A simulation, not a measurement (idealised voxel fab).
Process module in this document: voxel released beams
cross-section cut | 155 nm wide | cells 5 nm
Cross-section spec: square-cell grid; bands listed top down; each band is one or more rows.
A band entry consists of two parts. The first gives the height of the band's top and the height of its bottom, in nm. The rest lists the band's materials from left to right, each with its width in nm. A single material labelled with the word "all across" fills the band from edge to edge, and the word "air" marks empty space.
Height datum 0, below which the as-received substrate wafer is one material. Lowest band open at the bottom, running downward: "0 nm and below".
The two numbers in a width such as "30->40" mark its ends across the band: the first belongs to the top row of cells, the second to the bottom row, and from each row to the next the width moves by the same amount.
"nothing altered" after a step means that no cell of the cross-section changed.
So "Enclosed void list" is basically the list of trapped voids: any empty space of 8 cells or more that can't reach the top through an opening. They're written width x height at distance, the distance being from the left edge, and it's all nm.
If you see something after the settings on a step's line, that's the simulator's own remark about that step.
On any step carrying a mask, the "overlay nm" setting, if present on the step's line, tells how far right of its planned place the mask lay; negative values point to the left.
[Intended process steps]
| 1 | RECEIVE: material Si |
| 2 | CONFORMAL_DEP: material SiN, thk nm 10 |
| 3 | DIRECTIONAL_DEP: material SiO2, thk nm 20 |
| 4 | MASKED_ETCH: tone open, mask id ANCHOR, width nm 45, etch materials SiO2, depth nm 20, overlay nm 0 |
| 5 | CONFORMAL_DEP: material polySi, thk nm 15 |
| 6 | PATTERN: tone cover, mask id BEAM, material resist, width nm 100, thk nm 15, overlay nm 0 |
| 7 | DIRECTIONAL_ETCH: etch materials polySi, depth nm 15 |
| 8 | STRIP: etch materials resist |
| 9 | STRIP: etch materials SiO2 |
[Delivered wafer in cross-section: state after step 1]
	0 nm and below = Si all across
	Enclosed void list: none
[Here's the cross-section of the first of our two wafers at the end of the module - it ran as planned]
	45 nm to 30 nm = 25 nm air  20 nm polySi  15 nm air  65 nm polySi  30 nm air
	30 nm to 25 nm = 30 nm air  15 nm polySi  15 nm air  15 nm polySi  80 nm air
	25 nm to 10 nm = 30 nm air  45 nm polySi  80 nm air
	10 nm to 0 nm = SiN all across
	0 nm and below = Si all across
	Enclosed void list: none
[Second wafer of the two, sectioned at the end of the module. It began like the first and followed the same plan, but one mistake was made while running it]
	45 nm to 30 nm = 25 nm air  65 nm polySi  65 nm air
	30 nm to 25 nm = 15 nm air  15 nm polySi  45 nm SiO2  15 nm polySi  65 nm air
	25 nm to 10 nm = 15 nm air  15 nm polySi  45 nm SiO2  50 nm polySi  30 nm air
	10 nm to 0 nm = SiN all across
	0 nm and below = Si all across
	Enclosed void list: none
Against the plan, the run slipped here: heads up, step 4 didn't go per plan, it actually ran as MASKED_ETCH: tone cover, mask id ANCHOR, width nm 45, etch materials SiO2, depth nm 20, overlay nm 0
Final cells, second wafer relative to first, materials higher or lower: +36 SiO2
